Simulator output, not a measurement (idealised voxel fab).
Process module, titled voxel transistor to metal
Cross-sectional view cut (width: 290 nm; square cell size: 5 nm).
The cross-sections in this document take the form of a grid made of square cells. They are written out as bands, in order from top to bottom. Each band consists of one or more rows of cells.
Band entry format. Leading values: height of top, height of bottom, nm. Remainder: materials in left-to-right order, each with its width in nm. Special words: "throughout" on a single material, which then fills the band edge to edge; "air", empty space.
Counting heights begins at 0, where everything beneath is, in the wafer as received, one material. The lowest band has no bottom; it goes on downwards, as "0 down" shows.
Per-row width for "30..40": begins at first number (top row of band), ends at second number (bottom row), increment between rows held constant.
Step note "nothing was modified" = no cross-section cell changed.
Closed-off voids of 8+ cells (no open route to the top) go in "Sealed cavities", written width x height at distance from the left edge, in nm.
Note: text after step settings on the step line = simulator remark on that step.
When a step includes a mask, the "overlay nm" setting on its line states how far to the right of its planned place that mask lay, and negative values state how far to the left.

## Process steps - plan
1. RECEIVE: material Si
2. OXIDIZE: depth nm 5
3. CONFORMAL_DEP: material SiN, thk nm 15
4. DIRECTIONAL_DEP: material aC, thk nm 10
5. PATTERN: tone cover, mask id ACTIVE, material resist, width nm 115, pitch nm 145, thk nm 25, overlay nm 0
6. DIRECTIONAL_ETCH: etch materials aC, depth nm 10
7. STRIP: etch materials resist
8. DIRECTIONAL_ETCH: etch materials SiN, depth nm 15
9. DIRECTIONAL_ETCH: etch materials SiO2, depth nm 5
10. DIRECTIONAL_ETCH: etch materials Si, depth nm 35
11. STRIP: etch materials aC
12. FILL_DEP: material SiO2, thk nm 15
13. CMP: height nm 15
14. SELECTIVE_ETCH: etch materials SiO2, depth nm 10
15. STRIP: etch materials SiN
16. SELECTIVE_ETCH: etch materials SiO2, depth nm 5
17. OXIDIZE: depth nm 5
18. DIRECTIONAL_DEP: material polySi, thk nm 20
19. DIRECTIONAL_DEP: material SiCN, thk nm 10
20. DIRECTIONAL_DEP: material aC, thk nm 15
21. PATTERN: tone cover, mask id GATE, material resist, width nm 35, pitch nm 145, thk nm 30, overlay nm 0
22. DIRECTIONAL_ETCH: etch materials aC, depth nm 15
23. STRIP: etch materials resist
24. DIRECTIONAL_ETCH: etch materials SiCN, depth nm 20
25. DIRECTIONAL_ETCH: etch materials polySi, depth nm 30
26. STRIP: etch materials aC
27. CONFORMAL_DEP: material SiO2, thk nm 5
28. DIRECTIONAL_ETCH: etch materials SiO2, depth nm 5
29. CONFORMAL_DEP: material SiN, thk nm 5
30. DIRECTIONAL_ETCH: etch materials SiN, depth nm 5
31. DIRECTIONAL_ETCH: etch materials SiO2, depth nm 5
32. DIRECTIONAL_ETCH: etch materials Si, depth nm 10
33. EPI: material SiGe, thk nm 10
34. FILL_DEP: material SiO2, thk nm 10
35. CMP: height nm 15
36. STRIP: etch materials polySi
37. SELECTIVE_ETCH: etch materials SiO2, depth nm 5
38. CONFORMAL_DEP: material HfO2, thk nm 5
39. CONFORMAL_DEP: material TiN, thk nm 5
40. FILL_DEP: material W, thk nm 5
41. CMP: height nm 10
42. DIRECTIONAL_DEP: material SiO2, thk nm 10
43. PATTERN: tone open, mask id CONTACT, material resist, width nm 20, thk nm 20, overlay nm 0
44. DIRECTIONAL_ETCH: etch materials SiO2, depth nm 30
45. STRIP: etch materials resist
46. CONFORMAL_DEP: material TiN, thk nm 5
47. FILL_DEP: material Ru, thk nm 10
48. CMP: height nm 20
49. DIRECTIONAL_DEP: material TiN, thk nm 5
50. DIRECTIONAL_DEP: material W, thk nm 25
51. PATTERN: tone cover, mask id METAL_1, material resist, width nm 20, thk nm 15, overlay nm 0
52. DIRECTIONAL_ETCH: etch materials W, depth nm 25
53. DIRECTIONAL_ETCH: etch materials TiN, depth nm 5
54. STRIP: etch materials resist
55. FILL_DEP: material lowk, thk nm 10
56. CMP: height nm 50
57. CONFORMAL_DEP: material SiCN, thk nm 5
58. DIRECTIONAL_DEP: material SiO2, thk nm 30
59. MASKED_ETCH: tone open, mask id METAL_2, width nm 20, pitch nm 145, etch materials SiO2, depth nm 15, overlay nm 0
60. MASKED_ETCH: tone open, mask id METAL_2_HOLES, width nm 15, pitch nm 145, etch materials SiO2, depth nm 15, overlay nm 0
61. MASKED_ETCH: tone open, mask id METAL_2_HOLES, width nm 15, pitch nm 145, etch materials SiCN, depth nm 5, overlay nm 0
62. CONFORMAL_DEP: material TiN, thk nm 5
63. FILL_DEP: material Cu, thk nm 10
64. CMP: height nm 85
65. CONFORMAL_DEP: material SiN, thk nm 5

## This is the cross-section of the wafer as we received it, i.e. after step 1
- 0 down  Si throughout
- Sealed cavities: none

## Wafer cross-section at end of module: start and plan as shown above, one execution error
- 90 to 85  SiN throughout
- 85 to 80  Cu throughout
- 80 to 75  TiN 25 nm, then Cu 10 nm, then TiN 135 nm, then Cu 10 nm, then TiN 110 nm
- 75 to 65  SiO2 20 nm, then TiN 5 nm, then Cu 10 nm, then TiN 5 nm, then SiO2 125 nm, then TiN 5 nm, then Cu 10 nm, then TiN 5 nm, then SiO2 105 nm
- 65 to 60  SiO2 20 nm, then TiN 5 nm, then Cu 5 nm, then TiN 10 nm, then SiO2 125 nm, then TiN 5 nm, then Cu 5 nm, then TiN 10 nm, then SiO2 105 nm
- 60 to 45  SiO2 20 nm, then TiN 5 nm, then Cu 5 nm, then TiN 5 nm, then SiO2 130 nm, then TiN 5 nm, then Cu 5 nm, then TiN 5 nm, then SiO2 110 nm
- 45 to 40  SiCN 20 nm, then TiN 15 nm, then SiCN 130 nm, then TiN 15 nm, then SiCN 110 nm
- 40 to 25  lowk 20 nm, then W 20 nm, then lowk 65 nm, then W 20 nm, then lowk 40 nm, then W 20 nm, then lowk 65 nm, then W 20 nm, then lowk 20 nm
- 25 to 20  lowk 20 nm, then TiN 20 nm, then lowk 65 nm, then TiN 20 nm, then lowk 40 nm, then TiN 20 nm, then lowk 65 nm, then TiN 20 nm, then lowk 20 nm
- 20 to 10  SiO2 20 nm, then TiN 5 nm, then Ru 10 nm, then TiN 5 nm, then SiO2 65 nm, then TiN 5 nm, then Ru 10 nm, then TiN 5 nm, then SiO2 40 nm, then TiN 5 nm, then Ru 10 nm, then TiN 5 nm, then SiO2 65 nm, then TiN 5 nm, then Ru 10 nm, then TiN 5 nm, then SiO2 20 nm
- 10 to 5  SiO2 20 nm, then TiN 5 nm, then Ru 10 nm, then TiN 5 nm, then SiO2 5 nm, then SiN 5 nm, then HfO2 5 nm, then TiN 5 nm, then W 25 nm, then TiN 5 nm, then HfO2 5 nm, then SiN 5 nm, then SiO2 5 nm, then TiN 5 nm, then Ru 10 nm, then TiN 5 nm, then SiO2 40 nm, then TiN 5 nm, then Ru 10 nm, then TiN 5 nm, then SiO2 5 nm, then SiN 5 nm, then HfO2 5 nm, then TiN 5 nm, then W 25 nm, then TiN 5 nm, then HfO2 5 nm, then SiN 5 nm, then SiO2 5 nm, then TiN 5 nm, then Ru 10 nm, then TiN 5 nm, then SiO2 20 nm
- 5 to 0  SiO2 20 nm, then TiN 20 nm, then SiO2 5 nm, then SiN 5 nm, then HfO2 5 nm, then TiN 5 nm, then W 25 nm, then TiN 5 nm, then HfO2 5 nm, then SiN 5 nm, then SiO2 5 nm, then TiN 20 nm, then SiO2 40 nm, then TiN 20 nm, then SiO2 5 nm, then SiN 5 nm, then HfO2 5 nm, then TiN 5 nm, then W 25 nm, then TiN 5 nm, then HfO2 5 nm, then SiN 5 nm, then SiO2 5 nm, then TiN 20 nm, then SiO2 20 nm
- 0 to -5  SiO2 15 nm, then SiN 5 nm, then SiGe 10 nm, then TiN 5 nm, then SiGe 10 nm, then SiN 5 nm, then HfO2 5 nm, then TiN 35 nm, then HfO2 5 nm, then SiN 5 nm, then SiGe 10 nm, then TiN 5 nm, then SiGe 10 nm, then SiN 5 nm, then SiO2 30 nm, then SiN 5 nm, then SiGe 10 nm, then TiN 5 nm, then SiGe 10 nm, then SiN 5 nm, then HfO2 5 nm, then TiN 35 nm, then HfO2 5 nm, then SiN 5 nm, then SiGe 10 nm, then TiN 5 nm, then SiGe 10 nm, then SiN 5 nm, then SiO2 15 nm
- -5 to -10  SiO2 20 nm, then SiGe 10 nm, then TiN 5 nm, then SiGe 10 nm, then SiO2 5 nm, then HfO2 45 nm, then SiO2 5 nm, then SiGe 10 nm, then TiN 5 nm, then SiGe 10 nm, then SiO2 40 nm, then SiGe 10 nm, then TiN 5 nm, then SiGe 10 nm, then SiO2 5 nm, then HfO2 45 nm, then SiO2 5 nm, then SiGe 10 nm, then TiN 5 nm, then SiGe 10 nm, then SiO2 20 nm
- -10 to -20  SiO2 15 nm, then Si 5 nm, then SiGe 25 nm, then Si 55 nm, then SiGe 25 nm, then Si 5 nm, then SiO2 30 nm, then Si 5 nm, then SiGe 25 nm, then Si 55 nm, then SiGe 25 nm, then Si 5 nm, then SiO2 15 nm
- -20 to -40  SiO2 15 nm, then Si 115 nm, then SiO2 30 nm, then Si 115 nm, then SiO2 15 nm
- -40 down  Si throughout
- Sealed cavities: none
What went wrong in running the wafer? rather than as planned, step 56 actually ran as CMP: height nm 40
